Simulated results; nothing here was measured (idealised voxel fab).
process module | voxel gate over fins
Cross-section cut: width 220 nm, square cells of 5 nm.
Format of a cross-section: grid, square cells. Given as bands. Order: top down. Band: one or more rows of cells. Band: top height; bottom height; in nm. Then, left to right: material with width in nm, for each material. "edge to edge": a single material spanning edge to edge. "air": empty space. For the purposes of this specification, 0 denotes the height below which the wafer in its as-received condition is composed wholly of one material, and the lowermost band, lacking a lower limit, extends downward without end, as expressed in "from 0 down". It should be noted that a width expressed as "30..40" varies in equal increments from row to row of cells within the band, taking the value of the first number at the top row and that of the second number at the bottom row. A step reported as "no alteration" is a step in which no cell of the cross-section changed. Entry "Voids lacking openings". Content: empty spaces with no open connection to the top, size 8 cells or greater. Each: width x height at distance. Distance: from left edge. Unit: nm. after a step's settings: what the simulator itself notes on the step. overlay nm: for a step with a mask, the amount by which the mask lay right of where it was planned; a negative amount means left of it.
Planned step list for the process:
1: RECEIVE [material Si]
2: CONFORMAL_DEP [material SiN] [thk nm 10]
3: DIRECTIONAL_DEP [material aC] [thk nm 15]
4: PATTERN [tone cover] [mask id FINS] [material resist] [width nm 15] [pitch nm 45] [thk nm 30] [overlay nm 0]
5: DIRECTIONAL_ETCH [etch materials aC] [depth nm 15]
6: STRIP [etch materials resist]
7: DIRECTIONAL_ETCH [etch materials SiN] [depth nm 10]
8: DIRECTIONAL_ETCH [etch materials Si] [depth nm 30]
9: STRIP [etch materials aC]
10: FILL_DEP [material SiO2] [thk nm 5]
11: CMP [height nm 10]
12: SELECTIVE_ETCH [etch materials SiO2] [depth nm 20]
13: STRIP [etch materials SiN]
14: CONFORMAL_DEP [material HfO2] [thk nm 5]
15: CONFORMAL_DEP [material TiN] [thk nm 5]
16: FILL_DEP [material W] [thk nm 10]
17: CMP [height nm 15]
18: CONFORMAL_DEP [material SiCN] [thk nm 10]
As received (post step 1): cross-section:
from 0 down  Si edge to edge
Voids lacking openings: none
Wafer cross-section at module end: first of two, run to plan:
from 25 to 15  SiCN edge to edge
from 15 to 10  W edge to edge
from 10 to 5  W 45; TiN 35; W 10; TiN 35; W 10; TiN 35; W 50
from 5 to 0  W 45; TiN 5; HfO2 25; TiN 5; W 10; TiN 5; HfO2 25; TiN 5; W 10; TiN 5; HfO2 25; TiN 5; W 50
from 0 to -5  TiN 50; HfO2 5; Si 15; HfO2 5; TiN 20; HfO2 5; Si 15; HfO2 5; TiN 20; HfO2 5; Si 15; HfO2 5; TiN 55
from -5 to -10  HfO2 55; Si 15; HfO2 30; Si 15; HfO2 30; Si 15; HfO2 60
from -10 to -30  SiO2 55; Si 15; SiO2 30; Si 15; SiO2 30; Si 15; SiO2 60
from -30 down  Si edge to edge
Voids lacking openings: none
End of module, second wafer, cross-section. Started like the first, planned like the first, run with one mistake:
from 25 to 15  SiCN edge to edge
from 15 to 5  W edge to edge
from 5 to 0  W 50; TiN 25; W 20; TiN 25; W 20; TiN 25; W 55
from 0 to -5  W 50; TiN 5; Si 15; TiN 5; W 20; TiN 5; Si 15; TiN 5; W 20; TiN 5; Si 15; TiN 5; W 55
from -5 to -10  TiN 55; Si 15; TiN 30; Si 15; TiN 30; Si 15; TiN 60
from -10 to -30  SiO2 55; Si 15; SiO2 30; Si 15; SiO2 30; Si 15; SiO2 60
from -30 down  Si edge to edge
Voids lacking openings: none
Heads up, the wafer didn't run the way we planned it: step 14 of the plan did not run at all; it was left out
In the final state, the cell counts of the second wafer exceed or fall short of those of the first for the following materials: 56 fewer of HfO2 | 56 more of W
